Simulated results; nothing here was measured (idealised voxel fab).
The process module presented herein is designated voxel trench capacitor.
The cross-section shown here is cut; it is 245 nm wide and divided into square cells measuring 5 nm on a side.
A cross-section is a grid of square cells, given in bands from the top down. A band is one or more rows of cells.
Quick guide to a band line: top height, bottom height (nm) up front; then every material left to right with its width in nm. Only one material and it's marked "everywhere"? Then it fills the band edge to edge. And "air" just means empty space.
Basically, 0 is our baseline, since under it the wafer straight out of the box is all one material. The bottom band has no lower end and keeps on going down, so it looks like "0 -> down".
The notation "30->40" denotes a width that varies across the rows of cells in the band, beginning at the first number in the top row, finishing at the second number in the bottom row, and changing by an identical amount from each row to the next.
The designation "no alteration", where it is given for a processing step, indicates that no cell of the cross-section was altered in the course of that step.
Voids not open to the top, 8 cells minimum: see "Voids, enclosed". Written width x height at distance; distance is from the left edge; nm.
after a step's settings: what the simulator itself notes on the step
"overlay nm" answers the question of how far to the right of plan the mask lay on a step that has a mask, and when it is negative the answer is to the left.

PROCESS STEPS (PLANNED)
| 1 | RECEIVE,material Si |
| 2 | CONFORMAL_DEP,material SiN,thk nm 5 |
| 3 | DIRECTIONAL_DEP,material aC,thk nm 10 |
| 4 | PATTERN,tone open,mask id TRENCH,material resist,width nm 25,pitch nm 40,thk nm 25,overlay nm 0 |
| 5 | DIRECTIONAL_ETCH,etch materials aC,depth nm 10 |
| 6 | STRIP,etch materials resist |
| 7 | DIRECTIONAL_ETCH,etch materials SiN,depth nm 5 |
| 8 | DIRECTIONAL_ETCH,etch materials Si,depth nm 30 |
| 9 | STRIP,etch materials aC |
| 10 | CONFORMAL_DEP,material HfO2,thk nm 5 |
| 11 | CONFORMAL_DEP,material TiN,thk nm 5 |
| 12 | FILL_DEP,material W,thk nm 5 |
| 13 | CMP,height nm 5 |

WAFER AS RECEIVED: CROSS-SECTION FOLLOWING STEP 1
    0 -> down: Si everywhere
    Voids, enclosed: none

FIRST WAFER OF TWO, SECTIONED AT END OF MODULE; RUN WENT PER PLAN
    5 -> 0: SiN=70, then HfO2=5, then TiN=5, then W=5, then TiN=5, then HfO2=5, then SiN=15, then HfO2=5, then TiN=5, then W=5, then TiN=5, then HfO2=5, then SiN=15, then HfO2=5, then TiN=5, then W=5, then TiN=5, then HfO2=5, then SiN=70
    0 -> -20: Si=70, then HfO2=5, then TiN=5, then W=5, then TiN=5, then HfO2=5, then Si=15, then HfO2=5, then TiN=5, then W=5, then TiN=5, then HfO2=5, then Si=15, then HfO2=5, then TiN=5, then W=5, then TiN=5, then HfO2=5, then Si=70
    -20 -> -25: Si=70, then HfO2=5, then TiN=15, then HfO2=5, then Si=15, then HfO2=5, then TiN=15, then HfO2=5, then Si=15, then HfO2=5, then TiN=15, then HfO2=5, then Si=70
    -25 -> -30: Si=70, then HfO2=25, then Si=15, then HfO2=25, then Si=15, then HfO2=25, then Si=70
    -30 -> down: Si everywhere
    Voids, enclosed: none

CROSS-SECTION OF THE LATTER OF THE TWO WAFERS AT MODULE COMPLETION. IT HAD AN IDENTICAL START AND AN IDENTICAL PLAN TO THE FORMER; IN RUNNING IT, ONE MISTAKE WAS MADE
    5 -> 0: SiN=70, then HfO2=5, then TiN=5, then W=5, then TiN=5, then HfO2=5, then SiN=15, then HfO2=5, then TiN=5, then W=5, then TiN=5, then HfO2=5, then SiN=15, then HfO2=5, then TiN=5, then W=5, then TiN=5, then HfO2=5, then SiN=70
    0 -> -50: Si=70, then HfO2=5, then TiN=5, then W=5, then TiN=5, then HfO2=5, then Si=15, then HfO2=5, then TiN=5, then W=5, then TiN=5, then HfO2=5, then Si=15, then HfO2=5, then TiN=5, then W=5, then TiN=5, then HfO2=5, then Si=70
    -50 -> -55: Si=70, then HfO2=5, then TiN=15, then HfO2=5, then Si=15, then HfO2=5, then TiN=15, then HfO2=5, then Si=15, then HfO2=5, then TiN=15, then HfO2=5, then Si=70
    -55 -> -60: Si=70, then HfO2=25, then Si=15, then HfO2=25, then Si=15, then HfO2=25, then Si=70
    -60 -> down: Si everywhere
    Voids, enclosed: none
Error vs. plan: twice, step 8 of the plan was run
Once processing is complete, comparing cell counts shows that the second wafer has more or fewer of certain materials than the first: +36 HfO2; -90 Si; +36 TiN; +18 W
